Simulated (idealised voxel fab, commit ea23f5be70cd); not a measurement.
A process module follows: voxel ribs on slabs.
Cross-sectional view cut (width: 190 nm; square cell size: 5 nm).
When this document writes out a cross-section, it uses a grid of square cells and lists it as bands, beginning at the top and moving down, with a band standing for one or more rows of cells. Band: top height; bottom height; in nm. Then, left to right: material with width in nm, for each material. "all across": a single material spanning edge to edge. "empty": empty space. For the purposes of this specification, 0 denotes the height below which the wafer in its as-received condition is composed wholly of one material, and the lowermost band, lacking a lower limit, extends downward without end, as expressed in "0 down". The width entry "30 to 40" should be interpreted row by row: the top row of cells in the band takes the first number, the bottom row takes the second number, and the change between adjacent rows is uniform throughout. Key: "left unchanged" - step with no changed cell in the cross-section. Basically, "Cavities, closed" tells you about the enclosed voids: empty spaces with no open way to the top, 8 cells or bigger, each written width x height at distance, where distance is from the left edge, all in nm. after a step's settings: what the simulator itself notes on the step. The line of a step may include "overlay nm". On a step with a mask, this value is how far to the right of its planned place the mask lay. A negative value means the mask lay to the left.

The following list gives the planned process steps
1 RECEIVE: material Si
2 DIRECTIONAL_DEP: material SiO2, thk nm 25
3 DIRECTIONAL_DEP: material polySi, thk nm 15
4 DIRECTIONAL_DEP: material aC, thk nm 15
5 PATTERN: tone cover, mask id RIB, material resist, width nm 30, thk nm 30, overlay nm 0
6 DIRECTIONAL_ETCH: etch materials aC, depth nm 15
7 STRIP: etch materials resist
8 DIRECTIONAL_ETCH: etch materials polySi, depth nm 10
9 STRIP: etch materials aC
10 DIRECTIONAL_DEP: material aC, thk nm 10
11 PATTERN: tone cover, mask id SLAB, material resist, width nm 60, thk nm 25, overlay nm 0
12 DIRECTIONAL_ETCH: etch materials aC, depth nm 10
13 STRIP: etch materials resist
14 DIRECTIONAL_ETCH: etch materials polySi, depth nm 5
15 STRIP: etch materials aC
16 FILL_DEP: material SiO2, thk nm 15
17 CMP: height nm 50
18 DIRECTIONAL_DEP: material TiN, thk nm 5
19 DIRECTIONAL_DEP: material aC, thk nm 10
20 PATTERN: tone cover, mask id HEATER, material resist, width nm 40, thk nm 30, overlay nm 0
21 DIRECTIONAL_ETCH: etch materials aC, depth nm 10
22 STRIP: etch materials resist
23 DIRECTIONAL_ETCH: etch materials TiN, depth nm 5
24 STRIP: etch materials aC
25 CONFORMAL_DEP: material SiO2, thk nm 5

Cross-section of the wafer as it came to us, i.e., already through step 1
0 down | Si all across
Cavities, closed: none

Cross-section, end of module. Start: as above. Plan: as above. Execution: one mistake
60 to 55 | 70 of empty, then 50 of SiO2, then 70 of empty
55 to 50 | 75 of SiO2, then 40 of TiN, then 75 of SiO2
50 to 40 | 80 to 65 of SiO2, then 30 to 60 of polySi, then 80 to 65 of SiO2
40 to 25 | polySi all across
25 to 0 | SiO2 all across
0 down | Si all across
Cavities, closed: none
It is concluded that the wafer was processed incorrectly with respect to the plan, in that step 3 of the plan saw execution twice
